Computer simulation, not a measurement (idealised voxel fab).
Process module heading - voxel fin reveal
Displayed cross-section: cut, width of 280 nm, square cells sized 5 nm.
The cross-sections in this document take the form of a grid made of square cells. They are written out as bands, in order from top to bottom. Each band consists of one or more rows of cells. Top, bottom (nm), then materials left to right with widths (nm); lone material tagged "all across" fills the whole band edge to edge; "air" = empty space. Ref level 0: as-received wafer is one material below here. Bottom band extends down with no lower bound ("z 0 and below"). Width "30->40": first value at the band's top row of cells, second value at its bottom row, equal change from row to row. For the purposes of this document, the phrase "nothing got changed" attached to a step denotes that no cell within the cross-section was modified by that step. Under "Sealed cavities" you'll find the enclosed gaps, the ones with no way out to the top, that are 8 cells or bigger; each reads width x height at distance, with distance counted from the left edge, everything in nm. Text after the settings on a step's line: the simulator's own remark on that step. For masked steps, "overlay nm" on the step line gives how far right of plan the mask actually lay; a minus sign means it lay to the left.
These are the steps we planned for the process
- 1: RECEIVE (material Si)
- 2: CONFORMAL_DEP (material SiN; thk nm 5)
- 3: MASKED_ETCH (tone cover; mask id FINS; width nm 15; pitch nm 40; etch materials SiN; depth nm 5; overlay nm 0)
- 4: MASKED_ETCH (tone cover; mask id FINS; width nm 15; pitch nm 40; etch materials Si; depth nm 35; overlay nm 0)
- 5: OXIDIZE (depth nm 5)
- 6: FILL_DEP (material SiO2; thk nm 15)
- 7: CMP (height nm 5)
- 8: SELECTIVE_ETCH (etch materials SiO2; depth nm 30)
- 9: STRIP (etch materials SiN)
So this is the incoming wafer in cross-section - it's already been through step 1
> z 0 and below | Si all across
> Sealed cavities: none
Wafer cross-section at module end: first of two, run to plan
> z 0 to -25 | air: 95 / Si: 5 / air: 35 / Si: 5 / air: 35 / Si: 5 / air: 100
> z -25 to -40 | SiO2: 95 / Si: 5 / SiO2: 35 / Si: 5 / SiO2: 35 / Si: 5 / SiO2: 100
> z -40 and below | Si all across
> Sealed cavities: none
Wafer two, end of module, cross-section. Same start, same plan as wafer one. One mistake in the run
> z 0 to -5 | air: 95 / Si: 5 / air: 35 / Si: 5 / air: 35 / Si: 5 / air: 100
> z -5 to -25 | air: 90 / Si: 15 / air: 25 / Si: 15 / air: 25 / Si: 15 / air: 95
> z -25 to -40 | SiO2: 90 / Si: 15 / SiO2: 25 / Si: 15 / SiO2: 25 / Si: 15 / SiO2: 95
> z -40 and below | Si all across
> Sealed cavities: none
Processing error: it should be noted that step 4 was executed with settings other than those planned, the operation and settings actually applied being MASKED_ETCH (tone cover; mask id FINS; width nm 25; pitch nm 40; etch materials Si; depth nm 35; overlay nm 0)
End check, counted in cells, second wafer has more or fewer of these materials than the first: +42 Si; -18 SiO2
